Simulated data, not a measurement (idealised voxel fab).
This is a process module. Its name is voxel wiring stack.
Cross-section cut spans 240 nm and uses square cells 5 nm in size.
Cross-sections here: square-cell grids, written as top-down lists of bands, a band being one or more rows of cells. First you get the band's top height and its bottom height, in nm, and then the materials it's made of, left to right, with each width in nm. If you see a single material with "all across", that one covers the band edge to edge. "air" is empty space. The reference from which all heights are counted is 0, the level beneath which the as-received wafer is entirely one material; the lowest band, having no lower bound, proceeds downward and is written after the example "0 and below". A two-number width, for instance "30..40", indicates that the width is equal to the first number in the top row of the band and to the second number in the bottom row, and that it changes by a constant amount per row of cells. Any step labelled "nothing altered" changed none of the cells in the cross-section. In "Voids, enclosed" the enclosed voids are listed, meaning empty spaces of 8 cells or larger without any opening to the top. The form is width x height at distance, distance from the left edge, units nm. Text after the settings on a step's line: the simulator's own remark on that step. On any step carrying a mask, the "overlay nm" setting, if present on the step's line, tells how far right of its planned place the mask lay; negative values point to the left.
Set out below are the planned steps of the process
1,RECEIVE, material Si
2,CONFORMAL_DEP, material SiO2, thk nm 10
3,DIRECTIONAL_DEP, material TiN, thk nm 5
4,DIRECTIONAL_DEP, material Ru, thk nm 20
5,MASKED_ETCH, tone cover, mask id METAL_1, width nm 20, pitch nm 40, etch materials Ru, depth nm 20, overlay nm 0
6,MASKED_ETCH, tone cover, mask id METAL_1, width nm 20, pitch nm 40, etch materials TiN, depth nm 5, overlay nm 0
7,FILL_DEP, material SiO2, thk nm 5
8,CMP, height nm 35
9,CONFORMAL_DEP, material SiCN, thk nm 5
10,DIRECTIONAL_DEP, material lowk, thk nm 10
11,MASKED_ETCH, tone open, mask id PLUG_1, width nm 15, pitch nm 80, etch materials lowk, depth nm 10, overlay nm 0
12,MASKED_ETCH, tone open, mask id PLUG_1, width nm 15, pitch nm 80, etch materials SiCN, depth nm 5, overlay nm 0
13,CONFORMAL_DEP, material TiN, thk nm 5
14,FILL_DEP, material Ru, thk nm 10
15,CMP, height nm 50
16,DIRECTIONAL_DEP, material TiN, thk nm 5
17,DIRECTIONAL_DEP, material Ru, thk nm 20
18,PATTERN, tone cover, mask id METAL_2, material resist, width nm 20, pitch nm 40, thk nm 20, overlay nm 0
19,DIRECTIONAL_ETCH, etch materials Ru, depth nm 20
20,DIRECTIONAL_ETCH, etch materials TiN, depth nm 5
21,STRIP, etch materials resist
22,CONFORMAL_DEP, material SiCN, thk nm 5
23,FILL_DEP, material lowk, thk nm 5
24,CMP, height nm 75
25,CONFORMAL_DEP, material SiCN, thk nm 5
The wafers in this document start out alike and differ in the width nm applied at step 11; the plan shows the value used for the first wafer.
First of several wafers (as received, post step 1), cross-sectional view
0 and below  Si all across
Voids, enclosed: none
End of the module, past its last step, step 25: how the first of several wafers looks in cross-section
80 down to 75  SiCN all across
75 down to 55  65 lowk, 5 SiCN, 20 Ru, 5 SiCN, 10 lowk, 5 SiCN, 20 Ru, 5 SiCN, 10 lowk, 5 SiCN, 20 Ru, 5 SiCN, 65 lowk
55 down to 50  70 SiCN, 20 TiN, 20 SiCN, 20 TiN, 20 SiCN, 20 TiN, 70 SiCN
50 down to 40  70 lowk, 5 TiN, 5 Ru, 5 TiN, 65 lowk, 5 TiN, 5 Ru, 5 TiN, 75 lowk
40 down to 35  70 SiCN, 15 TiN, 65 SiCN, 15 TiN, 75 SiCN
35 down to 15  70 SiO2, 20 Ru, 20 SiO2, 20 Ru, 20 SiO2, 20 Ru, 70 SiO2
15 down to 10  70 SiO2, 20 TiN, 20 SiO2, 20 TiN, 20 SiO2, 20 TiN, 70 SiO2
10 down to 0  SiO2 all across
0 and below  Si all across
Voids, enclosed: none
Last wafer x-sec, end of module
80 down to 75  SiCN all across
75 down to 55  65 lowk, 5 SiCN, 20 Ru, 5 SiCN, 10 lowk, 5 SiCN, 20 Ru, 5 SiCN, 10 lowk, 5 SiCN, 20 Ru, 5 SiCN, 65 lowk
55 down to 50  70 SiCN, 20 TiN, 20 SiCN, 20 TiN, 20 SiCN, 20 TiN, 70 SiCN
50 down to 40  65 lowk, 5..10 TiN, 20..5 Ru, 5..15 TiN, 50 lowk, 5..10 TiN, 20..5 Ru, 5..15 TiN, 65 lowk
40 down to 35  70 SiCN, 15 TiN, 65 SiCN, 15 TiN, 75 SiCN
35 down to 15  70 SiO2, 20 Ru, 20 SiO2, 20 Ru, 20 SiO2, 20 Ru, 70 SiO2
15 down to 10  70 SiO2, 20 TiN, 20 SiO2, 20 TiN, 20 SiO2, 20 TiN, 70 SiO2
10 down to 0  SiO2 all across
0 and below  Si all across
Voids, enclosed: none
Where each wafer stands at the end of the module, a row apiece: cells of each material gained (+) or lost (-) since it was received, then closed voids
width nm 15; +100 Ru; +150 SiCN; +276 SiO2; +38 TiN; +204 lowk; Voids, enclosed: none
width nm 20; +102 Ru; +150 SiCN; +276 SiO2; +40 TiN; +200 lowk; Voids, enclosed: none
width nm 25; +104 Ru; +150 SiCN; +276 SiO2; +42 TiN; +196 lowk; Voids, enclosed: none
width nm 30; +106 Ru; +150 SiCN; +276 SiO2; +44 TiN; +192 lowk; Voids, enclosed: none
